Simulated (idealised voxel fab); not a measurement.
process module | voxel air gaps
cross-section cut | 175 nm wide | cells 5 nm
A cross-section is a grid of square cells, given in bands from the top down. A band is one or more rows of cells.
Each band's line starts with the height of the band's top and of its bottom, in nm. Then come its materials from left to right, each with its width in nm. One material with "throughout" fills the band from edge to edge. "air" is empty space.
Height 0 is the level under which the wafer as received is all one material. The lowest band goes on downwards, as in "0 down".
A width such as "30 to 40" changes by the same amount from each row of cells to the next, from the band's top row to its bottom row.
"no change" after a step means that no cell of the cross-section changed.
closed voids: empty space of 8 cells or more with no open way to the top, each as width x height at its distance from the left edge, in nm
after a step's settings: what the simulator itself notes on the step
overlay nm, on a step with a mask: how far to the right of its planned place the mask lay; to the left if negative
plan
1 op RECEIVE | material Si
2 op CONFORMAL_DEP | material SiO2 | thk nm 10
3 op CONFORMAL_DEP | material SiN | thk nm 5
4 op DIRECTIONAL_DEP | material lowk | thk nm 40
5 op PATTERN | tone open | mask id LINES | material resist | width nm 20 | pitch nm 45 | thk nm 20 | overlay nm -15
6 op DIRECTIONAL_ETCH | etch materials lowk | depth nm 40
7 op STRIP | etch materials resist
8 op CONFORMAL_DEP | material TiN | thk nm 5
9 op FILL_DEP | material Cu | thk nm 10
10 op CMP | height nm 55
11 op EPI | material Ru | thk nm 10
12 op SELECTIVE_ETCH | etch materials lowk | depth nm 50
13 op CONFORMAL_DEP | material SiN | thk nm 5
varied across the wafers: overlay nm of step 5. The plan shows the first wafer's value. All wafers start alike
first wafer as received, after step 1
  0 down: Si throughout
  closed voids: none
each wafer at the end: cells of each material gained (+) or lost (-) since it was received, then its closed voids
overlay nm -15 | +42 Cu | +48 Ru | +146 SiN | +70 SiO2 | +54 TiN | closed voids: 10 x 30 at 0; 15 x 30 at 40; 15 x 30 at 85
overlay nm -10 | +42 Cu | +48 Ru | +146 SiN | +70 SiO2 | +54 TiN | closed voids: 15 x 30 at 45; 15 x 30 at 90
overlay nm -5 | +42 Cu | +48 Ru | +146 SiN | +70 SiO2 | +54 TiN | closed voids: 15 x 30 at 50; 15 x 30 at 95
overlay nm 0 | +42 Cu | +48 Ru | +146 SiN | +70 SiO2 | +54 TiN | closed voids: 15 x 30 at 55; 15 x 30 at 100
overlay nm 5 | +42 Cu | +48 Ru | +146 SiN | +70 SiO2 | +54 TiN | closed voids: 15 x 30 at 60; 15 x 30 at 105
overlay nm 10 | +42 Cu | +48 Ru | +146 SiN | +70 SiO2 | +54 TiN | closed voids: 15 x 30 at 65; 15 x 30 at 110
overlay nm 15 | +42 Cu | +48 Ru | +146 SiN | +70 SiO2 | +54 TiN | closed voids: 15 x 30 at 70; 15 x 30 at 115
